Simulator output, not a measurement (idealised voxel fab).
This section sets out a process module, namely voxel self aligned contacts.
Shown is cross-section cut, with a width of 225 nm and square cells of size 5 nm.
Heads up, the way a cross-section reads in here is a grid of square cells, handed over as bands from the top down, with every band being one or more rows of cells.
Within each band entry, the heights of the top and of the bottom of the band appear first, in that order and in nm; the materials of the band then follow from left to right, each with its corresponding width in nm. The designation "everywhere" on a single material indicates that it fills the band from edge to edge; the designation "empty" indicates empty space.
Beneath 0, the wafer as received is one material, and that level is where height counting begins. The lowest band goes on downward without a bottom; it is written like "from 0 down".
The notation "30..40" denotes a width that varies across the rows of cells in the band, beginning at the first number in the top row, finishing at the second number in the bottom row, and changing by an identical amount from each row to the next.
When a step is marked "stayed the same", none of the cells in the cross-section changed during that step.
So "Completely sealed voids" is basically the list of trapped voids: any empty space of 8 cells or more that can't reach the top through an opening. They're written width x height at distance, the distance being from the left edge, and it's all nm.
after a step's settings: what the simulator itself notes on the step
"overlay nm", when on a step's line for a step with a mask, measures how far to the right of its planned place the mask lay; a negative measure means to the left.
Below is the list of planned process steps
1. RECEIVE: material Si
2. OXIDIZE: depth nm 5
3. DIRECTIONAL_DEP: material polySi, thk nm 30
4. DIRECTIONAL_DEP: material SiN, thk nm 25
5. MASKED_ETCH: tone cover, mask id GATE, width nm 30, pitch nm 75, etch materials SiN, depth nm 25, overlay nm 0
6. MASKED_ETCH: tone cover, mask id GATE, width nm 30, pitch nm 75, etch materials polySi, depth nm 30, overlay nm 0
7. CONFORMAL_DEP: material SiN, thk nm 10
8. DIRECTIONAL_ETCH: etch materials SiN, depth nm 10
9. FILL_DEP: material SiO2, thk nm 10
10. CMP: height nm 60
11. PATTERN: tone open, mask id CONTACT, material resist, width nm 55, pitch nm 75, thk nm 15, overlay nm 0
12. DIRECTIONAL_ETCH: etch materials SiO2, depth nm 65
13. STRIP: etch materials resist
14. CONFORMAL_DEP: material TiN, thk nm 5
15. FILL_DEP: material Ru, thk nm 5
16. CMP: height nm 60
17. CONFORMAL_DEP: material SiCN, thk nm 5
Cross-section of the wafer as it came to us, i.e., already through step 1
- from 0 down = Si everywhere
- Completely sealed voids: none
Run as planned - first of the two wafers cross-sectioned at the end of the module
- from 65 to 60 = SiCN everywhere
- from 60 to 55 = SiO2 45 nm; TiN 20 nm; Ru 15 nm; TiN 20 nm; SiO2 20 nm; TiN 20 nm; Ru 15 nm; TiN 20 nm; SiO2 50 nm
- from 55 to 30 = SiO2 10 nm; SiN 50 nm; TiN 5 nm; Ru 15 nm; TiN 5 nm; SiN 50 nm; TiN 5 nm; Ru 15 nm; TiN 5 nm; SiN 50 nm; SiO2 15 nm
- from 30 to 0 = SiO2 10 nm; SiN 10 nm; polySi 30 nm; SiN 10 nm; TiN 5 nm; Ru 15 nm; TiN 5 nm; SiN 10 nm; polySi 30 nm; SiN 10 nm; TiN 5 nm; Ru 15 nm; TiN 5 nm; SiN 10 nm; polySi 30 nm; SiN 10 nm; SiO2 15 nm
- from 0 to -5 = SiO2 60 nm; TiN 25 nm; SiO2 50 nm; TiN 25 nm; SiO2 65 nm
- from -5 down = Si everywhere
- Completely sealed voids: none
This is the second of the two wafers, cross-sectioned at the end of the module; it started exactly like the first and was given the same plan, but it was run with one mistake
- from 65 to 60 = SiCN everywhere
- from 60 to 55 = SiO2 10 nm; SiN 50 nm; TiN 25 nm; SiN 50 nm; TiN 25 nm; SiN 50 nm; SiO2 15 nm
- from 55 to 30 = SiN everywhere
- from 30 to 0 = polySi everywhere
- from 0 to -5 = SiO2 everywhere
- from -5 down = Si everywhere
- Completely sealed voids: none
Deviation from plan: step 4 of the plan saw execution twice
Count the cells at the end and the second wafer has more or fewer of some materials than the first: Ru -72, SiN +33, SiO2 -63, TiN -60, polySi +162
